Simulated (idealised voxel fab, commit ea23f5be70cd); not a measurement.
process module | voxel released beams
cross-section cut | 285 nm wide | cells 5 nm
A cross-section is a grid of square cells, given in bands from the top down. A band is one or more rows of cells.
Each band's line starts with the height of the band's top and of its bottom, in nm. Then come its materials from left to right, each with its width in nm. One material with "throughout" fills the band from edge to edge. "air" is empty space.
Height 0 is the level under which the wafer as received is all one material. The lowest band goes on downwards, as in "0 down".
A width such as "30 to 40" changes by the same amount from each row of cells to the next, from the band's top row to its bottom row.
"no change" after a step means that no cell of the cross-section changed.
closed voids: empty space of 8 cells or more with no open way to the top, each as width x height at its distance from the left edge, in nm
after a step's settings: what the simulator itself notes on the step
overlay nm, on a step with a mask: how far to the right of its planned place the mask lay; to the left if negative
plan
1 op RECEIVE | material Si
2 op CONFORMAL_DEP | material Al2O3 | thk nm 5
3 op DIRECTIONAL_DEP | material SiO2 | thk nm 20
4 op PATTERN | tone open | mask id ANCHOR | material resist | width nm 35 | thk nm 20 | overlay nm 0
5 op DIRECTIONAL_ETCH | etch materials SiO2 | depth nm 20
6 op STRIP | etch materials resist
7 op CONFORMAL_DEP | material SiN | thk nm 15
8 op MASKED_ETCH | tone cover | mask id BEAM | width nm 85 | etch materials SiN | depth nm 15 | overlay nm 0
9 op STRIP | etch materials SiO2
as received, after step 1
  0 down: Si throughout
  closed voids: none
first wafer at the end, as planned
  40 to 25: air 95 | SiN 20 | air 5 | SiN 60 | air 105
  25 to 20: air 100 | SiN 15 | air 5 | SiN 15 | air 150
  20 to 5: air 100 | SiN 35 | air 150
  5 to 0: Al2O3 throughout
  0 down: Si throughout
  closed voids: none
second wafer at the end: like start, like plan, one mistake
  40 to 25: air 95 | SiN 55 | air 135
  25 to 20: air 85 | SiN 15 | SiO2 35 | SiN 15 | air 135
  20 to 5: air 85 | SiN 15 | SiO2 35 | SiN 45 | air 105
  5 to 0: Al2O3 throughout
  0 down: Si throughout
  closed voids: none
what went wrong: step 4 ran as: op PATTERN | tone cover | mask id ANCHOR | material resist | width nm 35 | thk nm 20 | overlay nm 0
at the end the second wafer has, in cells: 28 more of SiO2
